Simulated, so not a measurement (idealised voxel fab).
The process module presented herein is designated voxel transistor to metal.
Displayed cross-section: cut, width of 155 nm, square cells sized 5 nm.
Bands, listed from the top down, are how a cross-section gets written in this document; the cross-section itself is a grid of square cells, and a band is one or more rows of them. Heads up on the band format: heights come first, top then bottom, in nm. After that it's the materials left to right, each with its width in nm. A single material flagged "full width" fills the whole band edge to edge, and "blank" means there's empty space there. Counting heights begins at 0, where everything beneath is, in the wafer as received, one material. The lowest band has no bottom; it goes on downwards, as "0..down" shows. Width spec "30->40" -> top row of cells at first value, bottom row at second value, equal per-row change in between. The designation "changes: none", where it is given for a processing step, indicates that no cell of the cross-section was altered in the course of that step. Closed empty spaces (no open way to the top) of 8 cells or more are what "Voids, sealed" lists, each as width x height at distance from the left edge, nm for all three. That trailing text on a step's line, after the settings, is the simulator's own remark on the step. The line of a step may include "overlay nm". On a step with a mask, this value is how far to the right of its planned place the mask lay. A negative value means the mask lay to the left.
-- The following list gives the planned process steps
1. RECEIVE (material Si)
2. OXIDIZE (depth nm 5)
3. CONFORMAL_DEP (material SiN; thk nm 15)
4. MASKED_ETCH (tone cover; mask id ACTIVE; width nm 105; etch materials SiN; depth nm 15; overlay nm 0)
5. MASKED_ETCH (tone cover; mask id ACTIVE; width nm 105; etch materials SiO2; depth nm 5; overlay nm 0)
6. MASKED_ETCH (tone cover; mask id ACTIVE; width nm 105; etch materials Si; depth nm 35; overlay nm 0)
7. OXIDIZE (depth nm 5)
8. FILL_DEP (material SiO2; thk nm 10)
9. CMP (height nm 15)
10. SELECTIVE_ETCH (etch materials SiO2; depth nm 10)
11. STRIP (etch materials SiN)
12. SELECTIVE_ETCH (etch materials SiO2; depth nm 5)
13. OXIDIZE (depth nm 5)
14. DIRECTIONAL_DEP (material polySi; thk nm 25)
15. DIRECTIONAL_DEP (material SiCN; thk nm 15)
16. DIRECTIONAL_DEP (material aC; thk nm 10)
17. PATTERN (tone cover; mask id GATE; material resist; width nm 15; thk nm 25; overlay nm 0)
18. DIRECTIONAL_ETCH (etch materials aC; depth nm 10)
19. STRIP (etch materials resist)
20. DIRECTIONAL_ETCH (etch materials SiCN; depth nm 25)
21. DIRECTIONAL_ETCH (etch materials polySi; depth nm 35)
22. STRIP (etch materials aC)
23. CONFORMAL_DEP (material SiO2; thk nm 5)
24. DIRECTIONAL_ETCH (etch materials SiO2; depth nm 5)
25. CONFORMAL_DEP (material SiN; thk nm 10)
26. DIRECTIONAL_ETCH (etch materials SiN; depth nm 10)
27. DIRECTIONAL_ETCH (etch materials SiO2; depth nm 5)
28. DIRECTIONAL_ETCH (etch materials Si; depth nm 5)
29. EPI (material pSi; thk nm 10)
30. FILL_DEP (material SiO2; thk nm 5)
31. CMP (height nm 35)
32. DIRECTIONAL_DEP (material SiO2; thk nm 15)
33. PATTERN (tone open; mask id CONTACT; material resist; width nm 20; pitch nm 65; thk nm 20; overlay nm 0)
34. DIRECTIONAL_ETCH (etch materials SiO2; depth nm 50)
35. STRIP (etch materials resist)
36. CONFORMAL_DEP (material TiN; thk nm 5)
37. FILL_DEP (material W; thk nm 5)
38. CMP (height nm 50)
39. CONFORMAL_DEP (material SiCN; thk nm 5)
40. DIRECTIONAL_DEP (material SiO2; thk nm 25)
41. PATTERN (tone open; mask id METAL_1; material resist; width nm 20; pitch nm 65; thk nm 15; overlay nm 0)
42. DIRECTIONAL_ETCH (etch materials SiO2; depth nm 25)
43. DIRECTIONAL_ETCH (etch materials SiCN; depth nm 5)
44. STRIP (etch materials resist)
45. CONFORMAL_DEP (material TiN; thk nm 5)
46. FILL_DEP (material W; thk nm 5)
47. CMP (height nm 80)
48. EPI (material Ru; thk nm 5)
49. FILL_DEP (material SiCN; thk nm 5)
-- as received, after step 1
0..down: Si full width
Voids, sealed: none
-- Looking at the first of two wafers in cross-section at end of module - ran to plan
90..85: SiCN full width
85..80: SiCN 30 nm / Ru 30 nm / SiCN 35 nm / Ru 30 nm / SiCN 30 nm
80..55: SiO2 35 nm / TiN 5 nm / W 10 nm / TiN 5 nm / SiO2 45 nm / TiN 5 nm / W 10 nm / TiN 5 nm / SiO2 35 nm
55..50: SiCN 35 nm / TiN 20 nm / SiCN 45 nm / TiN 20 nm / SiCN 35 nm
50..35: SiO2 35 nm / TiN 5 nm / W 10 nm / TiN 5 nm / SiO2 45 nm / TiN 5 nm / W 10 nm / TiN 5 nm / SiO2 35 nm
35..20: SiO2 35 nm / TiN 5 nm / W 10 nm / TiN 5 nm / SiN 10 nm / SiO2 5 nm / SiCN 15 nm / SiO2 5 nm / SiN 10 nm / TiN 5 nm / W 10 nm / TiN 5 nm / SiO2 35 nm
20..5: SiO2 35 nm / TiN 5 nm / W 10 nm / TiN 5 nm / SiN 10 nm / SiO2 5 nm / polySi 15 nm / SiO2 5 nm / SiN 10 nm / TiN 5 nm / W 10 nm / TiN 5 nm / SiO2 35 nm
5..0: SiO2 35 nm / TiN 20 nm / SiN 10 nm / SiO2 5 nm / polySi 15 nm / SiO2 5 nm / SiN 10 nm / TiN 20 nm / SiO2 35 nm
0..-5: SiO2 25 nm / SiN 10 nm / pSi 20 nm / SiN 10 nm / SiO2 5 nm / polySi 15 nm / SiO2 5 nm / SiN 10 nm / pSi 20 nm / SiN 10 nm / SiO2 25 nm
-5..-10: SiO2 35 nm / pSi 20 nm / SiO2 45 nm / pSi 20 nm / SiO2 35 nm
-10..-15: SiO2 30 nm / Si 5 nm / pSi 20 nm / Si 45 nm / pSi 20 nm / Si 5 nm / SiO2 30 nm
-15..-45: SiO2 30 nm / Si 95 nm / SiO2 30 nm
-45..down: Si full width
Voids, sealed: none
-- The second wafer, shown in cross-section after the module: started the same way as the first and given the same plan, yet one mistake crept into how it was run
90..85: SiCN full width
85..80: SiCN 30 nm / Ru 30 nm / SiCN 35 nm / Ru 30 nm / SiCN 30 nm
80..55: SiO2 35 nm / TiN 5 nm / W 10 nm / TiN 5 nm / SiO2 45 nm / TiN 5 nm / W 10 nm / TiN 5 nm / SiO2 35 nm
55..50: SiCN 35 nm / TiN 20 nm / SiCN 45 nm / TiN 20 nm / SiCN 35 nm
50..40: SiO2 35 nm / TiN 5 nm / W 10 nm / TiN 5 nm / SiO2 45 nm / TiN 5 nm / W 10 nm / TiN 5 nm / SiO2 35 nm
40..35: SiO2 35 nm / TiN 20 nm / SiO2 45 nm / TiN 20 nm / SiO2 35 nm
35..25: SiCN 70 nm / SiO2 5 nm / SiN 5 nm / SiO2 5 nm / SiCN 70 nm
25..20: polySi 20 nm / SiCN 50 nm / SiO2 5 nm / SiN 5 nm / SiO2 5 nm / SiCN 50 nm / polySi 20 nm
20..0: polySi 70 nm / SiO2 5 nm / SiN 5 nm / SiO2 5 nm / polySi 70 nm
0..-5: SiO2 20 nm / polySi 50 nm / SiO2 5 nm / SiN 5 nm / SiO2 5 nm / polySi 50 nm / SiO2 20 nm
-5..-10: SiO2 full width
-10..-45: SiO2 30 nm / Si 95 nm / SiO2 30 nm
-45..down: Si full width
Voids, sealed: none
What was the processing mistake? step 17 changed vs plan, executed as PATTERN (tone open; mask id GATE; material resist; width nm 15; thk nm 25; overlay nm 0)
End of process, cell counts, second wafer against first, materials with more or fewer: 8 more of Si | 67 more of SiCN | 28 fewer of SiN | 92 fewer of SiO2 | 28 fewer of TiN | 28 fewer of W | 24 fewer of pSi | 125 more of polySi
